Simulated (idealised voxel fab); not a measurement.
Name of the process module below: voxel self aligned vias
cross-section cut | 170 nm wide | cells 5 nm
Throughout this document, each cross-section is represented as a grid of square cells and is presented as a sequence of bands enumerated from the top downward, where a band comprises one or more rows of cells.
In this notation a band is specified by the heights of its top and bottom, in that order and in nm, after which its materials appear from left to right, each paired with its width in nm. The word "all across" attached to a single material means that material fills the band from edge to edge; the word "air" stands for empty space.
Ref level 0: as-received wafer is one material below here. Bottom band extends down with no lower bound ("0 nm and below").
Per-row width for "30->40": begins at first number (top row of band), ends at second number (bottom row), increment between rows held constant.
The designation "no change", where it is given for a processing step, indicates that no cell of the cross-section was altered in the course of that step.
If an empty space has no open way to the top and is at least 8 cells in size, "Non-vented voids" lists it, written width x height at distance, where distance is measured from the left edge and every value is in nm.
Formally, on a step line, whatever follows the settings is a remark that the simulator itself makes on the step.
overlay nm: step with mask; distance mask lay right of planned place; negative value = left of planned place.
[Intended process steps]
1. RECEIVE,material Si
2. CONFORMAL_DEP,material SiO2,thk nm 15
3. CONFORMAL_DEP,material SiCN,thk nm 5
4. DIRECTIONAL_DEP,material lowk,thk nm 30
5. MASKED_ETCH,tone open,mask id LINES,width nm 20,pitch nm 50,etch materials lowk,depth nm 30,overlay nm 0
6. CONFORMAL_DEP,material TiN,thk nm 5
7. FILL_DEP,material Ru,thk nm 10
8. CMP,height nm 50
9. SELECTIVE_ETCH,etch materials W Ru TiN,depth nm 5
10. FILL_DEP,material SiN,thk nm 10
11. CMP,height nm 50
12. DIRECTIONAL_DEP,material lowk,thk nm 15
13. MASKED_ETCH,tone open,mask id VIAS,width nm 30,pitch nm 50,etch materials lowk,depth nm 15,overlay nm 0
14. MASKED_ETCH,tone open,mask id VIAS,width nm 30,pitch nm 50,etch materials SiN,depth nm 5,overlay nm 0
15. CONFORMAL_DEP,material TiN,thk nm 5
16. FILL_DEP,material Cu,thk nm 5
17. CMP,height nm 65
18. CONFORMAL_DEP,material SiN,thk nm 5
[First out of two wafers; run went to plan]
[Delivered wafer in cross-section: state after step 1]
- 0 nm and below = Si all across
- Non-vented voids: none
[Sectional view: wafer, after step 2]
- 15 nm to 0 nm = SiO2 all across
- Below a height of 0, the structure has not been altered.
[Sectional view: wafer, after step 3]
- 20 nm to 15 nm = SiCN all across
- Below a height of 15, the structure has not been altered.
[Sectional view: wafer, after step 4]
- 50 nm to 20 nm = lowk all across
- Below a height of 20, the structure has not been altered.
[Sectional view: wafer, after step 5]
- 50 nm to 20 nm = 50 nm lowk / 20 nm air / 30 nm lowk / 20 nm air / 50 nm lowk
- Below a height of 20, the structure has not been altered.
[Sectional view: wafer, after step 6]
- 55 nm to 50 nm = 55 nm TiN / 10 nm air / 40 nm TiN / 10 nm air / 55 nm TiN
- 50 nm to 25 nm = 50 nm lowk / 5 nm TiN / 10 nm air / 5 nm TiN / 30 nm lowk / 5 nm TiN / 10 nm air / 5 nm TiN / 50 nm lowk
- 25 nm to 20 nm = 50 nm lowk / 20 nm TiN / 30 nm lowk / 20 nm TiN / 50 nm lowk
- Below a height of 20, the structure has not been altered.
[Sectional view: wafer, after step 7]
- 65 nm to 55 nm = Ru all across
- 55 nm to 50 nm = 55 nm TiN / 10 nm Ru / 40 nm TiN / 10 nm Ru / 55 nm TiN
- 50 nm to 25 nm = 50 nm lowk / 5 nm TiN / 10 nm Ru / 5 nm TiN / 30 nm lowk / 5 nm TiN / 10 nm Ru / 5 nm TiN / 50 nm lowk
- Below a height of 25, the structure has not been altered.
[Sectional view: wafer, after step 8]
- 50 nm to 25 nm = 50 nm lowk / 5 nm TiN / 10 nm Ru / 5 nm TiN / 30 nm lowk / 5 nm TiN / 10 nm Ru / 5 nm TiN / 50 nm lowk
- Below a height of 25, the structure has not been altered.
[Sectional view: wafer, after step 9]
- 50 nm to 45 nm = 50 nm lowk / 20 nm air / 30 nm lowk / 20 nm air / 50 nm lowk
- Below a height of 45, the structure has not been altered.
[Sectional view: wafer, after step 10]
- 60 nm to 50 nm = SiN all across
- 50 nm to 45 nm = 50 nm lowk / 20 nm SiN / 30 nm lowk / 20 nm SiN / 50 nm lowk
- Below a height of 45, the structure has not been altered.
[Sectional view: wafer, after step 11]
- 50 nm to 45 nm = 50 nm lowk / 20 nm SiN / 30 nm lowk / 20 nm SiN / 50 nm lowk
- Below a height of 45, the structure has not been altered.
[Sectional view: wafer, after step 12]
- 65 nm to 50 nm = lowk all across
- Below a height of 50, the structure has not been altered.
[Sectional view: wafer, after step 13]
- 65 nm to 50 nm = 45 nm lowk / 30 nm air / 20 nm lowk / 30 nm air / 45 nm lowk
- Below a height of 50, the structure has not been altered.
[Sectional view: wafer, after step 14]
- 65 nm to 50 nm = 45 nm lowk / 30 nm air / 20 nm lowk / 30 nm air / 45 nm lowk
- 50 nm to 45 nm = 50 nm lowk / 20 nm air / 30 nm lowk / 20 nm air / 50 nm lowk
- Below a height of 45, the structure has not been altered.
[Sectional view: wafer, after step 15]
- 70 nm to 65 nm = 50 nm TiN / 20 nm air / 30 nm TiN / 20 nm air / 50 nm TiN
- 65 nm to 55 nm = 45 nm lowk / 5 nm TiN / 20 nm air / 5 nm TiN / 20 nm lowk / 5 nm TiN / 20 nm air / 5 nm TiN / 45 nm lowk
- 55 nm to 50 nm = 45 nm lowk / 10 nm TiN / 10 nm air / 10 nm TiN / 20 nm lowk / 10 nm TiN / 10 nm air / 10 nm TiN / 45 nm lowk
- 50 nm to 45 nm = 50 nm lowk / 20 nm TiN / 30 nm lowk / 20 nm TiN / 50 nm lowk
- Below a height of 45, the structure has not been altered.
[Sectional view: wafer, after step 16]
- 75 nm to 70 nm = Cu all across
- 70 nm to 65 nm = 50 nm TiN / 20 nm Cu / 30 nm TiN / 20 nm Cu / 50 nm TiN
- 65 nm to 55 nm = 45 nm lowk / 5 nm TiN / 20 nm Cu / 5 nm TiN / 20 nm lowk / 5 nm TiN / 20 nm Cu / 5 nm TiN / 45 nm lowk
- 55 nm to 50 nm = 45 nm lowk / 10 nm TiN / 10 nm Cu / 10 nm TiN / 20 nm lowk / 10 nm TiN / 10 nm Cu / 10 nm TiN / 45 nm lowk
- Below a height of 50, the structure has not been altered.
[Sectional view: wafer, after step 17]
- 65 nm to 55 nm = 45 nm lowk / 5 nm TiN / 20 nm Cu / 5 nm TiN / 20 nm lowk / 5 nm TiN / 20 nm Cu / 5 nm TiN / 45 nm lowk
- Below a height of 55, the structure has not been altered.
[Sectional view: wafer, after step 18]
- 70 nm to 65 nm = SiN all across
- Below a height of 65, the structure has not been altered.
[Wafer two of the pair: same origin, same plan, one error during the run; identical to wafer one up to and including step 17]
[X-section, second wafer, when step 18 was due to finish]
- 80 nm to 65 nm = SiN all across
- Below a height of 65, the structure has not been altered.
Run error: off-plan run, step 18, actual operation and settings CONFORMAL_DEP,material SiN,thk nm 15
Bottom line after processing is that, in cells, the second wafer is up or down on some materials versus the first: +68 SiN
